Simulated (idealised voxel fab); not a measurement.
Presented below is a process module, voxel transistor to metal.
Section cut is 300 nm wide and gridded with 5 nm square cells.
This document writes a cross-section as a grid whose cells are square, and gives it as bands, listed from the top down; one or more rows of cells form a band.
Top height, bottom height, nm. Materials left to right, width each, nm. Single material + "edge to edge" = fills band edge to edge. "air" = empty.
The level at which height equals 0 is the one under which the wafer, as it arrives, is entirely one material. No lower edge exists for the bottom band, which continues downward and is notated as in "top 0, no bottom".
Width: "30..40" (first number = top row, second number = bottom row, same change from row to row of cells).
Given "remained unchanged" for a step, no cell of the cross-section differs between before and after that step.
"Enclosed internal cavities" enumerates empty spaces isolated from the top, with no open way to it, that contain at least 8 cells, giving each as width x height at distance from the left edge, all three in nm.
That trailing text on a step's line, after the settings, is the simulator's own remark on the step.
"overlay nm", when on a step's line for a step with a mask, measures how far to the right of its planned place the mask lay; a negative measure means to the left.

Here's what the planned process steps look like:
1,RECEIVE (material Si)
2,CONFORMAL_DEP (material SiO2; thk nm 5)
3,CONFORMAL_DEP (material SiN; thk nm 10)
4,DIRECTIONAL_DEP (material aC; thk nm 15)
5,PATTERN (tone cover; mask id ACTIVE; material resist; width nm 120; pitch nm 140; thk nm 30; overlay nm 0)
6,DIRECTIONAL_ETCH (etch materials aC; depth nm 15)
7,STRIP (etch materials resist)
8,DIRECTIONAL_ETCH (etch materials SiN; depth nm 10)
9,DIRECTIONAL_ETCH (etch materials SiO2; depth nm 5)
10,DIRECTIONAL_ETCH (etch materials Si; depth nm 20)
11,STRIP (etch materials aC)
12,OXIDIZE (depth nm 5)
13,FILL_DEP (material SiO2; thk nm 10)
14,CMP (height nm 15)
15,SELECTIVE_ETCH (etch materials SiO2; depth nm 10)
16,STRIP (etch materials SiN)
17,SELECTIVE_ETCH (etch materials SiO2; depth nm 5)
18,OXIDIZE (depth nm 5)
19,DIRECTIONAL_DEP (material polySi; thk nm 25)
20,DIRECTIONAL_DEP (material SiCN; thk nm 15)
21,PATTERN (tone cover; mask id GATE; material resist; width nm 30; pitch nm 140; thk nm 15; overlay nm 0)
22,DIRECTIONAL_ETCH (etch materials SiCN; depth nm 25)
23,DIRECTIONAL_ETCH (etch materials polySi; depth nm 35)
24,STRIP (etch materials resist)
25,CONFORMAL_DEP (material SiN; thk nm 5)
26,DIRECTIONAL_ETCH (etch materials SiN; depth nm 5)
27,DIRECTIONAL_ETCH (etch materials SiO2; depth nm 5)
28,DIRECTIONAL_ETCH (etch materials Si; depth nm 5)
29,EPI (material nSi; thk nm 10)
30,FILL_DEP (material SiO2; thk nm 10)
31,CMP (height nm 25)
32,STRIP (etch materials polySi)
33,SELECTIVE_ETCH (etch materials SiO2; depth nm 5)
34,CONFORMAL_DEP (material HfO2; thk nm 5)
35,CONFORMAL_DEP (material TiN; thk nm 5)
36,FILL_DEP (material W; thk nm 10)
37,CMP (height nm 20)
38,DIRECTIONAL_DEP (material SiO2; thk nm 10)
39,DIRECTIONAL_DEP (material aC; thk nm 10)
40,PATTERN (tone open; mask id CONTACT; material resist; width nm 20; thk nm 30; overlay nm 0)
41,DIRECTIONAL_ETCH (etch materials aC; depth nm 10)
42,STRIP (etch materials resist)
43,DIRECTIONAL_ETCH (etch materials SiO2; depth nm 30)
44,STRIP (etch materials aC)
45,CONFORMAL_DEP (material TiN; thk nm 5)
46,FILL_DEP (material W; thk nm 10)
47,CMP (height nm 30)
48,CONFORMAL_DEP (material SiN; thk nm 5)
49,DIRECTIONAL_DEP (material SiO2; thk nm 15)
50,PATTERN (tone open; mask id METAL_1; material resist; width nm 20; thk nm 15; overlay nm 0)
51,DIRECTIONAL_ETCH (etch materials SiO2; depth nm 15)
52,DIRECTIONAL_ETCH (etch materials SiN; depth nm 5)
53,STRIP (etch materials resist)
54,CONFORMAL_DEP (material TiN; thk nm 5)
55,FILL_DEP (material Ru; thk nm 5)
56,CMP (height nm 50)
57,EPI (material Ru; thk nm 5)
58,FILL_DEP (material SiCN; thk nm 5)
59,DIRECTIONAL_DEP (material SiO2; thk nm 30)
60,DIRECTIONAL_DEP (material aC; thk nm 10)
61,PATTERN (tone open; mask id METAL_2; material resist; width nm 20; pitch nm 140; thk nm 30; overlay nm 0)
62,DIRECTIONAL_ETCH (etch materials aC; depth nm 10)
63,STRIP (etch materials resist)
64,DIRECTIONAL_ETCH (etch materials SiO2; depth nm 15)
65,STRIP (etch materials aC)
66,MASKED_ETCH (tone open; mask id METAL_2_HOLES; width nm 15; pitch nm 140; etch materials SiO2; depth nm 15; overlay nm 0)
67,MASKED_ETCH (tone open; mask id METAL_2_HOLES; width nm 15; pitch nm 140; etch materials SiCN; depth nm 5; overlay nm 0)
68,CONFORMAL_DEP (material TiN; thk nm 5)
69,FILL_DEP (material Cu; thk nm 5)
70,CMP (height nm 90)
71,CONFORMAL_DEP (material SiN; thk nm 5)

Cross-section of the wafer upon arrival, representing the state reached after step 1:
  top 0, no bottom = Si edge to edge
  Enclosed internal cavities: none

Cross-section, first of two wafers, end of module, run as planned:
  top 95, bottom 90 = SiN edge to edge
  top 90, bottom 80 = SiO2 30 nm  TiN 5 nm  Cu 10 nm  TiN 5 nm  SiO2 120 nm  TiN 5 nm  Cu 10 nm  TiN 5 nm  SiO2 110 nm
  top 80, bottom 75 = SiO2 30 nm  TiN 5 nm  Cu 5 nm  TiN 10 nm  SiO2 120 nm  TiN 5 nm  Cu 5 nm  TiN 10 nm  SiO2 110 nm
  top 75, bottom 60 = SiO2 30 nm  TiN 5 nm  Cu 5 nm  TiN 5 nm  SiO2 125 nm  TiN 5 nm  Cu 5 nm  TiN 5 nm  SiO2 115 nm
  top 60, bottom 55 = SiCN 30 nm  TiN 15 nm  SiCN 125 nm  TiN 15 nm  SiCN 115 nm
  top 55, bottom 50 = SiCN 25 nm  Ru 30 nm  SiCN 50 nm  Ru 30 nm  SiCN 30 nm  Ru 30 nm  SiCN 50 nm  Ru 30 nm  SiCN 25 nm
  top 50, bottom 35 = SiO2 30 nm  TiN 5 nm  Ru 10 nm  TiN 5 nm  SiO2 60 nm  TiN 5 nm  Ru 10 nm  TiN 5 nm  SiO2 40 nm  TiN 5 nm  Ru 10 nm  TiN 5 nm  SiO2 60 nm  TiN 5 nm  Ru 10 nm  TiN 5 nm  SiO2 30 nm
  top 35, bottom 30 = SiN 30 nm  TiN 20 nm  SiN 60 nm  TiN 20 nm  SiN 40 nm  TiN 20 nm  SiN 60 nm  TiN 20 nm  SiN 30 nm
  top 30, bottom 20 = SiO2 30 nm  TiN 5 nm  W 10 nm  TiN 5 nm  SiO2 60 nm  TiN 5 nm  W 10 nm  TiN 5 nm  SiO2 40 nm  TiN 5 nm  W 10 nm  TiN 5 nm  SiO2 60 nm  TiN 5 nm  W 10 nm  TiN 5 nm  SiO2 30 nm
  top 20, bottom 5 = SiO2 30 nm  TiN 5 nm  W 10 nm  TiN 5 nm  SiO2 10 nm  SiN 5 nm  HfO2 5 nm  TiN 5 nm  W 10 nm  TiN 5 nm  HfO2 5 nm  SiN 5 nm  SiO2 10 nm  TiN 5 nm  W 10 nm  TiN 5 nm  SiO2 40 nm  TiN 5 nm  W 10 nm  TiN 5 nm  SiO2 10 nm  SiN 5 nm  HfO2 5 nm  TiN 5 nm  W 10 nm  TiN 5 nm  HfO2 5 nm  SiN 5 nm  SiO2 10 nm  TiN 5 nm  W 10 nm  TiN 5 nm  SiO2 30 nm
  top 5, bottom 0 = SiO2 30 nm  TiN 20 nm  nSi 10 nm  SiN 5 nm  HfO2 5 nm  TiN 20 nm  HfO2 5 nm  SiN 5 nm  nSi 10 nm  TiN 20 nm  SiO2 40 nm  TiN 20 nm  nSi 10 nm  SiN 5 nm  HfO2 5 nm  TiN 20 nm  HfO2 5 nm  SiN 5 nm  nSi 10 nm  TiN 20 nm  SiO2 30 nm
  top 0, bottom -5 = SiO2 20 nm  nSi 40 nm  HfO2 40 nm  nSi 40 nm  SiO2 20 nm  nSi 40 nm  HfO2 40 nm  nSi 40 nm  SiO2 20 nm
  top -5, bottom -10 = SiO2 25 nm  nSi 35 nm  Si 40 nm  nSi 35 nm  SiO2 30 nm  nSi 35 nm  Si 40 nm  nSi 35 nm  SiO2 25 nm
  top -10, bottom -25 = SiO2 25 nm  Si 110 nm  SiO2 30 nm  Si 110 nm  SiO2 25 nm
  top -25, no bottom = Si edge to edge
  Enclosed internal cavities: none

What the second wafer looks like in cross-section once the module is done. Its start and its plan matched the first wafer's exactly; what differed was one mistake in how it was run:
  top 95, bottom 90 = SiN edge to edge
  top 90, bottom 80 = SiO2 30 nm  TiN 5 nm  Cu 10 nm  TiN 5 nm  SiO2 120 nm  TiN 5 nm  Cu 10 nm  TiN 5 nm  SiO2 110 nm
  top 80, bottom 75 = SiO2 30 nm  TiN 5 nm  Cu 5 nm  TiN 10 nm  SiO2 120 nm  TiN 5 nm  Cu 5 nm  TiN 10 nm  SiO2 110 nm
  top 75, bottom 60 = SiO2 30 nm  TiN 5 nm  Cu 5 nm  TiN 5 nm  SiO2 125 nm  TiN 5 nm  Cu 5 nm  TiN 5 nm  SiO2 115 nm
  top 60, bottom 55 = SiCN 30 nm  TiN 15 nm  SiCN 125 nm  TiN 15 nm  SiCN 115 nm
  top 55, bottom 50 = SiCN 25 nm  Ru 30 nm  SiCN 50 nm  Ru 30 nm  SiCN 30 nm  Ru 30 nm  SiCN 50 nm  Ru 30 nm  SiCN 25 nm
  top 50, bottom 45 = SiN 30 nm  TiN 20 nm  SiN 60 nm  TiN 20 nm  SiN 40 nm  TiN 20 nm  SiN 60 nm  TiN 20 nm  SiN 30 nm
  top 45, bottom 35 = W edge to edge
  top 35, bottom 30 = TiN 35 nm  W 10 nm  TiN 70 nm  W 10 nm  TiN 50 nm  W 10 nm  TiN 70 nm  W 10 nm  TiN 35 nm
  top 30, bottom 20 = SiO2 30 nm  TiN 5 nm  W 10 nm  TiN 5 nm  SiO2 60 nm  TiN 5 nm  W 10 nm  TiN 5 nm  SiO2 40 nm  TiN 5 nm  W 10 nm  TiN 5 nm  SiO2 60 nm  TiN 5 nm  W 10 nm  TiN 5 nm  SiO2 30 nm
  top 20, bottom 5 = SiO2 30 nm  TiN 5 nm  W 10 nm  TiN 5 nm  SiO2 10 nm  SiN 5 nm  HfO2 5 nm  TiN 5 nm  W 10 nm  TiN 5 nm  HfO2 5 nm  SiN 5 nm  SiO2 10 nm  TiN 5 nm  W 10 nm  TiN 5 nm  SiO2 40 nm  TiN 5 nm  W 10 nm  TiN 5 nm  SiO2 10 nm  SiN 5 nm  HfO2 5 nm  TiN 5 nm  W 10 nm  TiN 5 nm  HfO2 5 nm  SiN 5 nm  SiO2 10 nm  TiN 5 nm  W 10 nm  TiN 5 nm  SiO2 30 nm
  top 5, bottom 0 = SiO2 30 nm  TiN 20 nm  nSi 10 nm  SiN 5 nm  HfO2 5 nm  TiN 20 nm  HfO2 5 nm  SiN 5 nm  nSi 10 nm  TiN 20 nm  SiO2 40 nm  TiN 20 nm  nSi 10 nm  SiN 5 nm  HfO2 5 nm  TiN 20 nm  HfO2 5 nm  SiN 5 nm  nSi 10 nm  TiN 20 nm  SiO2 30 nm
  top 0, bottom -5 = SiO2 20 nm  nSi 40 nm  HfO2 40 nm  nSi 40 nm  SiO2 20 nm  nSi 40 nm  HfO2 40 nm  nSi 40 nm  SiO2 20 nm
  top -5, bottom -10 = SiO2 25 nm  nSi 35 nm  Si 40 nm  nSi 35 nm  SiO2 30 nm  nSi 35 nm  Si 40 nm  nSi 35 nm  SiO2 25 nm
  top -10, bottom -25 = SiO2 25 nm  Si 110 nm  SiO2 30 nm  Si 110 nm  SiO2 25 nm
  top -25, no bottom = Si edge to edge
  Enclosed internal cavities: none
The mistake made against the process plan was this: execution of step 47 of the plan did not take place, the step having been omitted
End check, counted in cells, second wafer has more or fewer of these materials than the first: 24 fewer of Ru | 132 fewer of SiO2 | 28 more of TiN | 128 more of W
